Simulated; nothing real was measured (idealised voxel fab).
process module | voxel spacer lines
cross-section cut | 250 nm wide | cells 5 nm
A cross-section is a grid of square cells, given in bands from the top down. A band is one or more rows of cells.
Each band's line starts with the height of the band's top and of its bottom, in nm. Then come its materials from left to right, each with its width in nm. One material with "throughout" fills the band from edge to edge. "air" is empty space.
Height 0 is the level under which the wafer as received is all one material. The lowest band goes on downwards, as in "0 down".
A width such as "30 to 40" changes by the same amount from each row of cells to the next, from the band's top row to its bottom row.
"no change" after a step means that no cell of the cross-section changed.
closed voids: empty space of 8 cells or more with no open way to the top, each as width x height at its distance from the left edge, in nm
after a step's settings: what the simulator itself notes on the step
overlay nm, on a step with a mask: how far to the right of its planned place the mask lay; to the left if negative
plan
1 op RECEIVE | material Si
2 op CONFORMAL_DEP | material SiO2 | thk nm 10
3 op DIRECTIONAL_DEP | material TiN | thk nm 15
4 op DIRECTIONAL_DEP | material aC | thk nm 30
5 op PATTERN | tone cover | mask id MANDREL | material resist | width nm 15 | pitch nm 80 | thk nm 35 | overlay nm 0
6 op DIRECTIONAL_ETCH | etch materials aC | depth nm 30
7 op STRIP | etch materials resist
8 op CONFORMAL_DEP | material SiN | thk nm 15
9 op DIRECTIONAL_ETCH | etch materials SiN | depth nm 15
10 op STRIP | etch materials aC
11 op DIRECTIONAL_ETCH | etch materials TiN | depth nm 15
12 op STRIP | etch materials SiN
varied across the wafers: width nm of step 5. The plan shows the first wafer's value. All wafers start alike
first wafer as received, after step 1
  0 down: Si throughout
  closed voids: none
first wafer at the end, after step 12
  25 to 10: air 60 | TiN 15 | air 15 | TiN 15 | air 35 | TiN 15 | air 15 | TiN 15 | air 65
  10 to 0: SiO2 throughout
  0 down: Si throughout
  closed voids: none
last wafer at the end
  25 to 10: air 50 | TiN 15 | air 40 | TiN 15 | air 10 | TiN 15 | air 40 | TiN 15 | air 50
  10 to 0: SiO2 throughout
  0 down: Si throughout
  closed voids: none
each wafer at the end: cells of each material gained (+) or lost (-) since it was received, then its closed voids
width nm 15 | +100 SiO2 | +36 TiN | closed voids: none
width nm 20 | +100 SiO2 | +36 TiN | closed voids: none
width nm 25 | +100 SiO2 | +36 TiN | closed voids: none
width nm 30 | +100 SiO2 | +36 TiN | closed voids: none
width nm 35 | +100 SiO2 | +36 TiN | closed voids: none
width nm 40 | +100 SiO2 | +36 TiN | closed voids: none
